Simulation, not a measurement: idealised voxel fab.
process module | voxel gate over fins
cross-section cut | 295 nm wide | cells 5 nm
A cross-section is a grid of square cells, given in bands from the top down. A band is one or more rows of cells.
Each band's line starts with the height of the band's top and of its bottom, in nm. Then come its materials from left to right, each with its width in nm. One material with "throughout" fills the band from edge to edge. "air" is empty space.
Height 0 is the level under which the wafer as received is all one material. The lowest band goes on downwards, as in "0 down".
A width such as "30 to 40" changes by the same amount from each row of cells to the next, from the band's top row to its bottom row.
"no change" after a step means that no cell of the cross-section changed.
closed voids: empty space of 8 cells or more with no open way to the top, each as width x height at its distance from the left edge, in nm
after a step's settings: what the simulator itself notes on the step
overlay nm, on a step with a mask: how far to the right of its planned place the mask lay; to the left if negative
plan
1 op RECEIVE | material Si
2 op CONFORMAL_DEP | material SiN | thk nm 5
3 op PATTERN | tone cover | mask id FINS | material resist | width nm 15 | pitch nm 35 | thk nm 15 | overlay nm 0
4 op DIRECTIONAL_ETCH | etch materials SiN | depth nm 5
5 op DIRECTIONAL_ETCH | etch materials Si | depth nm 40
6 op STRIP | etch materials resist
7 op FILL_DEP | material SiO2 | thk nm 5
8 op CMP | height nm 5
9 op SELECTIVE_ETCH | etch materials SiO2 | depth nm 20
10 op STRIP | etch materials SiN
11 op CONFORMAL_DEP | material HfO2 | thk nm 5
12 op CONFORMAL_DEP | material TiN | thk nm 5
13 op CONFORMAL_DEP | material TiAl | thk nm 5
14 op CONFORMAL_DEP | material TiN | thk nm 5
15 op FILL_DEP | material W | thk nm 15
16 op CMP | height nm 30
17 op CONFORMAL_DEP | material SiCN | thk nm 10
as received, after step 1
  0 down: Si throughout
  closed voids: none
a wafer at the end: this start, this plan, one mistake
  35 to 25: SiCN throughout
  25 to 20: W throughout
  20 to 15: W 65 | TiN 160 | W 70
  15 to 10: W 65 | TiN 5 | TiAl 150 | TiN 5 | W 70
  10 to 5: W 65 | TiN 5 | TiAl 5 | TiN 140 | TiAl 5 | TiN 5 | W 70
  5 to 0: TiN 70 | TiAl 5 | TiN 5 | HfO2 25 | TiN 10 | HfO2 25 | TiN 10 | HfO2 25 | TiN 10 | HfO2 25 | TiN 5 | TiAl 5 | TiN 75
  0 to -5: TiAl 75 | TiN 5 | HfO2 5 | Si 15 | HfO2 5 | TiN 10 | HfO2 5 | Si 15 | HfO2 5 | TiN 10 | HfO2 5 | Si 15 | HfO2 5 | TiN 10 | HfO2 5 | Si 15 | HfO2 5 | TiN 5 | TiAl 80
  -5 to -10: TiN 80 | HfO2 5 | Si 15 | HfO2 5 | TiN 10 | HfO2 5 | Si 15 | HfO2 5 | TiN 10 | HfO2 5 | Si 15 | HfO2 5 | TiN 10 | HfO2 5 | Si 15 | HfO2 5 | TiN 85
  -10 to -15: HfO2 85 | Si 15 | HfO2 20 | Si 15 | HfO2 20 | Si 15 | HfO2 20 | Si 15 | HfO2 90
  -15 to -40: SiO2 85 | Si 15 | SiO2 20 | Si 15 | SiO2 20 | Si 15 | SiO2 20 | Si 15 | SiO2 90
  -40 down: Si throughout
  closed voids: none
what went wrong: step 16 ran as: op CMP | height nm 25
